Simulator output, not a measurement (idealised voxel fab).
The following process module bears the name voxel released beams.
155 nm wide, 5 nm square cells: that's cross-section cut.
Notation: cross-section as square-cell grid; stated in bands, top first, going down; one or more cell rows per band. Each band's line starts with the height of the band's top and of its bottom, in nm. Then come its materials from left to right, each with its width in nm. One material with "throughout" fills the band from edge to edge. "air" is empty space. Convention: height 0 is the level below which the wafer, as received, is all one material. The lowest band does not terminate at the bottom but continues downward, represented as "0..down". Width "30->40": first value at the band's top row of cells, second value at its bottom row, equal change from row to row. For the purposes of this document, the phrase "remains unaltered" attached to a step denotes that no cell within the cross-section was modified by that step. Fully enclosed voids: empty space of 8 cells or more with no open way to the top, each as width x height at its distance from the left edge, in nm. Post-settings text on a step line: simulator's own remark regarding the step. A step line may carry the setting "overlay nm", which, for steps involving a mask, states the distance by which the mask lay to the right of its intended position; negative values denote displacement to the left.
[Steps in the process plan]
1: RECEIVE, material Si
2: CONFORMAL_DEP, material Al2O3, thk nm 10
3: DIRECTIONAL_DEP, material SiO2, thk nm 10
4: DIRECTIONAL_DEP, material aC, thk nm 15
5: PATTERN, tone open, mask id ANCHOR, material resist, width nm 40, thk nm 35, overlay nm 0
6: DIRECTIONAL_ETCH, etch materials aC, depth nm 15
7: STRIP, etch materials resist
8: DIRECTIONAL_ETCH, etch materials SiO2, depth nm 10
9: STRIP, etch materials aC
10: CONFORMAL_DEP, material SiN, thk nm 15
11: MASKED_ETCH, tone cover, mask id BEAM, width nm 90, etch materials SiN, depth nm 15, overlay nm 0
12: STRIP, etch materials SiO2
[The first of two wafers, run as planned]
[Cross-section of the wafer at receipt, which is the condition after step 1]
  0..down | Si throughout
  Fully enclosed voids: none
[Take a look at the wafer's cross-section after step 2]
  10..0 | Al2O3 throughout
  Below 0 it's all the same as before, nothing changed down there.
[Take a look at the wafer's cross-section after step 3]
  20..10 | SiO2 throughout
  Below 10 it's all the same as before, nothing changed down there.
[Take a look at the wafer's cross-section after step 4]
  35..20 | aC throughout
  Below 20 it's all the same as before, nothing changed down there.
[Take a look at the wafer's cross-section after step 5]
  70..35 | 35 nm resist; 40 nm air; 80 nm resist
  Below 35 it's all the same as before, nothing changed down there.
[Take a look at the wafer's cross-section after step 6]
  55..35 | 35 nm resist; 40 nm air; 80 nm resist
  35..20 | 35 nm aC; 40 nm air; 80 nm aC
  Below 20 it's all the same as before, nothing changed down there.
[Take a look at the wafer's cross-section after step 7]
  35..20 | 35 nm aC; 40 nm air; 80 nm aC
  Below 20 it's all the same as before, nothing changed down there.
[Take a look at the wafer's cross-section after step 8]
  35..20 | 35 nm aC; 40 nm air; 80 nm aC
  20..10 | 35 nm SiO2; 40 nm air; 80 nm SiO2
  Below 10 it's all the same as before, nothing changed down there.
[Take a look at the wafer's cross-section after step 9]
  20..10 | 35 nm SiO2; 40 nm air; 80 nm SiO2
  Below 10 it's all the same as before, nothing changed down there.
[Take a look at the wafer's cross-section after step 10]
  35..25 | 50 nm SiN; 10 nm air; 95 nm SiN
  25..20 | SiN throughout
  20..10 | 35 nm SiO2; 40 nm SiN; 80 nm SiO2
  Below 10 it's all the same as before, nothing changed down there.
[Take a look at the wafer's cross-section after step 11]
  35..25 | 30 nm air; 20 nm SiN; 10 nm air; 60 nm SiN; 35 nm air
  25..20 | 30 nm air; 90 nm SiN; 35 nm air
  Below 20 it's all the same as before, nothing changed down there.
[Take a look at the wafer's cross-section after step 12]
  35..25 | 30 nm air; 20 nm SiN; 10 nm air; 60 nm SiN; 35 nm air
  25..20 | 30 nm air; 90 nm SiN; 35 nm air
  20..10 | 35 nm air; 40 nm SiN; 80 nm air
  Below 10 it's all the same as before, nothing changed down there.
[Second of two: same start, same plan, one run error; steps up to and including 4 match the first]
[when step 5 should have ended]
  70..35 | 35 nm resist; 45 nm air; 75 nm resist
  Below 35 it's all the same as before, nothing changed down there.
[when step 6 should have ended]
  55..35 | 35 nm resist; 45 nm air; 75 nm resist
  35..20 | 35 nm aC; 45 nm air; 75 nm aC
  Below 20 it's all the same as before, nothing changed down there.
[when step 7 should have ended]
  35..20 | 35 nm aC; 45 nm air; 75 nm aC
  Below 20 it's all the same as before, nothing changed down there.
[when step 8 should have ended]
  35..20 | 35 nm aC; 45 nm air; 75 nm aC
  20..10 | 35 nm SiO2; 45 nm air; 75 nm SiO2
  Below 10 it's all the same as before, nothing changed down there.
[when step 9 should have ended]
  20..10 | 35 nm SiO2; 45 nm air; 75 nm SiO2
  Below 10 it's all the same as before, nothing changed down there.
[when step 10 should have ended]
  35..25 | 50 nm SiN; 15 nm air; 90 nm SiN
  25..20 | SiN throughout
  20..10 | 35 nm SiO2; 45 nm SiN; 75 nm SiO2
  Below 10 it's all the same as before, nothing changed down there.
[when step 11 should have ended]
  35..25 | 30 nm air; 20 nm SiN; 15 nm air; 55 nm SiN; 35 nm air
  25..20 | 30 nm air; 90 nm SiN; 35 nm air
  Below 20 it's all the same as before, nothing changed down there.
[when step 12 should have ended]
  35..25 | 30 nm air; 20 nm SiN; 15 nm air; 55 nm SiN; 35 nm air
  25..20 | 30 nm air; 90 nm SiN; 35 nm air
  20..10 | 35 nm air; 45 nm SiN; 75 nm air
  Below 10 it's all the same as before, nothing changed down there.
So what did we get wrong on this run? so step 5 ended up running with a different setting than we planned, it ran as PATTERN, tone open, mask id ANCHOR, material resist, width nm 45, thk nm 35, overlay nm 0
Upon completion, the cell count for each material on the second wafer equals that on the first, whereas the spatial distribution of those cells differs.
